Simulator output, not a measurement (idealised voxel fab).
process module | voxel air gaps
This is section cut - it's 295 nm across, gridded in 5 nm square cells.
This document writes a cross-section as a grid whose cells are square, and gives it as bands, listed from the top down; one or more rows of cells form a band. A band entry consists of two parts. The first gives the height of the band's top and the height of its bottom, in nm. The rest lists the band's materials from left to right, each with its width in nm. A single material labelled with the word "all across" fills the band from edge to edge, and the word "air" marks empty space. Convention: height 0 is the level below which the wafer, as received, is all one material. The lowest band does not terminate at the bottom but continues downward, represented as "from 0 down". Per-row width for "30->40": begins at first number (top row of band), ends at second number (bottom row), increment between rows held constant. "left unchanged", as given for a step, is the statement that not any cell of the cross-section underwent a change during that step. Each empty space that has no open way to the top and spans at least 8 cells appears under "Entrapped voids" as width x height at distance, the distance counted from the left edge, all in nm. Post-settings text on a step line: simulator's own remark regarding the step. The line of a step may include "overlay nm". On a step with a mask, this value is how far to the right of its planned place the mask lay. A negative value means the mask lay to the left.

-- So here's the lineup of process steps we planned
| 1 | RECEIVE [material Si] |
| 2 | CONFORMAL_DEP [material SiO2] [thk nm 15] |
| 3 | CONFORMAL_DEP [material SiCN] [thk nm 5] |
| 4 | DIRECTIONAL_DEP [material SiO2] [thk nm 40] |
| 5 | DIRECTIONAL_DEP [material aC] [thk nm 10] |
| 6 | PATTERN [tone open] [mask id LINES] [material resist] [width nm 15] [pitch nm 45] [thk nm 30] [overlay nm 0] |
| 7 | DIRECTIONAL_ETCH [etch materials aC] [depth nm 10] |
| 8 | STRIP [etch materials resist] |
| 9 | DIRECTIONAL_ETCH [etch materials SiO2] [depth nm 40] |
| 10 | STRIP [etch materials aC] |
| 11 | CONFORMAL_DEP [material TiN] [thk nm 5] |
| 12 | FILL_DEP [material W] [thk nm 5] |
| 13 | CMP [height nm 60] |
| 14 | EPI [material Ru] [thk nm 10] |
| 15 | SELECTIVE_ETCH [etch materials SiO2] [depth nm 50] |
| 16 | CONFORMAL_DEP [material SiCN] [thk nm 5] |

-- The first wafer of two, processed as planned

-- Wafer at receipt (post step 1), cross-section
> from 0 down | Si all across
> Entrapped voids: none

-- After step 2, in cross-section
> from 15 to 0 | SiO2 all across
> Below 0, the layers are the same as they were.

-- After step 3, in cross-section
> from 20 to 15 | SiCN all across
> Below 15, the layers are the same as they were.

-- After step 4, in cross-section
> from 60 to 20 | SiO2 all across
> Below 20, the layers are the same as they were.

-- After step 5, in cross-section
> from 70 to 60 | aC all across
> Below 60, the layers are the same as they were.

-- After step 6, in cross-section
> from 100 to 70 | resist (95), air (15), resist (30), air (15), resist (30), air (15), resist (95)
> Below 70, the layers are the same as they were.

-- After step 7, in cross-section
> from 90 to 70 | resist (95), air (15), resist (30), air (15), resist (30), air (15), resist (95)
> from 70 to 60 | aC (95), air (15), aC (30), air (15), aC (30), air (15), aC (95)
> Below 60, the layers are the same as they were.

-- After step 8, in cross-section
> from 70 to 60 | aC (95), air (15), aC (30), air (15), aC (30), air (15), aC (95)
> Below 60, the layers are the same as they were.

-- After step 9, in cross-section
> from 70 to 60 | aC (95), air (15), aC (30), air (15), aC (30), air (15), aC (95)
> from 60 to 20 | SiO2 (95), air (15), SiO2 (30), air (15), SiO2 (30), air (15), SiO2 (95)
> Below 20, the layers are the same as they were.

-- After step 10, in cross-section
> from 60 to 20 | SiO2 (95), air (15), SiO2 (30), air (15), SiO2 (30), air (15), SiO2 (95)
> Below 20, the layers are the same as they were.

-- After step 11, in cross-section
> from 65 to 60 | TiN (100), air (5), TiN (40), air (5), TiN (40), air (5), TiN (100)
> from 60 to 25 | SiO2 (95), TiN (5), air (5), TiN (5), SiO2 (30), TiN (5), air (5), TiN (5), SiO2 (30), TiN (5), air (5), TiN (5), SiO2 (95)
> from 25 to 20 | SiO2 (95), TiN (15), SiO2 (30), TiN (15), SiO2 (30), TiN (15), SiO2 (95)
> Below 20, the layers are the same as they were.

-- After step 12, in cross-section
> from 70 to 65 | W all across
> from 65 to 60 | TiN (100), W (5), TiN (40), W (5), TiN (40), W (5), TiN (100)
> from 60 to 25 | SiO2 (95), TiN (5), W (5), TiN (5), SiO2 (30), TiN (5), W (5), TiN (5), SiO2 (30), TiN (5), W (5), TiN (5), SiO2 (95)
> Below 25, the layers are the same as they were.

-- After step 13, in cross-section
> from 60 to 25 | SiO2 (95), TiN (5), W (5), TiN (5), SiO2 (30), TiN (5), W (5), TiN (5), SiO2 (30), TiN (5), W (5), TiN (5), SiO2 (95)
> Below 25, the layers are the same as they were.

-- After step 14, in cross-section
> from 70 to 60 | air (85), Ru (35), air (10), Ru (35), air (10), Ru (35), air (85)
> Below 60, the layers are the same as they were.

-- After step 15, in cross-section
> from 70 to 60 | air (85), Ru (35), air (10), Ru (35), air (10), Ru (35), air (85)
> from 60 to 25 | air (95), TiN (5), W (5), TiN (5), air (30), TiN (5), W (5), TiN (5), air (30), TiN (5), W (5), TiN (5), air (95)
> from 25 to 20 | air (95), TiN (15), air (30), TiN (15), air (30), TiN (15), air (95)
> Below 20, the layers are the same as they were.

-- After step 16, in cross-section
> from 75 to 70 | air (80), SiCN (135), air (80)
> from 70 to 60 | air (80), SiCN (5), Ru (35), SiCN (10), Ru (35), SiCN (10), Ru (35), SiCN (5), air (80)
> from 60 to 55 | air (80), SiCN (15), TiN (5), W (5), TiN (5), SiCN (30), TiN (5), W (5), TiN (5), SiCN (30), TiN (5), W (5), TiN (5), SiCN (15), air (80)
> from 55 to 25 | air (90), SiCN (5), TiN (5), W (5), TiN (5), SiCN (5), air (20), SiCN (5), TiN (5), W (5), TiN (5), SiCN (5), air (20), SiCN (5), TiN (5), W (5), TiN (5), SiCN (5), air (90)
> from 25 to 20 | SiCN (95), TiN (15), SiCN (30), TiN (15), SiCN (30), TiN (15), SiCN (95)
> Below 20, the layers are the same as they were.
> Entrapped voids: 20 x 30 at 115; 20 x 30 at 160

-- The second wafer: identical to the first at the outset and in its planned sequence, differing only in that one mistake was made during processing; up to and including step 13, its path is the first wafer's path

-- The second wafer in cross-section, at the planned close of step 14
> from 80 to 60 | air (75), Ru (145), air (75)
> Below 60, the layers are the same as they were.

-- The second wafer in cross-section, at the planned close of step 15
> from 80 to 60 | air (75), Ru (145), air (75)
> from 60 to 25 | air (95), TiN (5), W (5), TiN (5), SiO2 (30), TiN (5), W (5), TiN (5), SiO2 (30), TiN (5), W (5), TiN (5), air (95)
> from 25 to 20 | air (95), TiN (15), SiO2 (30), TiN (15), SiO2 (30), TiN (15), air (95)
> Below 20, the layers are the same as they were.

-- The second wafer in cross-section, at the planned close of step 16
> from 85 to 80 | air (70), SiCN (155), air (70)
> from 80 to 60 | air (70), SiCN (5), Ru (145), SiCN (5), air (70)
> from 60 to 55 | air (70), SiCN (25), TiN (5), W (5), TiN (5), SiO2 (30), TiN (5), W (5), TiN (5), SiO2 (30), TiN (5), W (5), TiN (5), SiCN (25), air (70)
> from 55 to 25 | air (90), SiCN (5), TiN (5), W (5), TiN (5), SiO2 (30), TiN (5), W (5), TiN (5), SiO2 (30), TiN (5), W (5), TiN (5), SiCN (5), air (90)
> from 25 to 20 | SiCN (95), TiN (15), SiO2 (30), TiN (15), SiO2 (30), TiN (15), SiCN (95)
> Below 20, the layers are the same as they were.
what went wrong: in the plan, step 14 was performed twice
Upon completion, the second wafer contains, in terms of cells, a greater or smaller amount of certain materials than the first wafer: Ru: 74 more | SiCN: 44 fewer | SiO2: 96 more
At process end, closed voids number 2 in the first wafer and 0 in the second wafer.
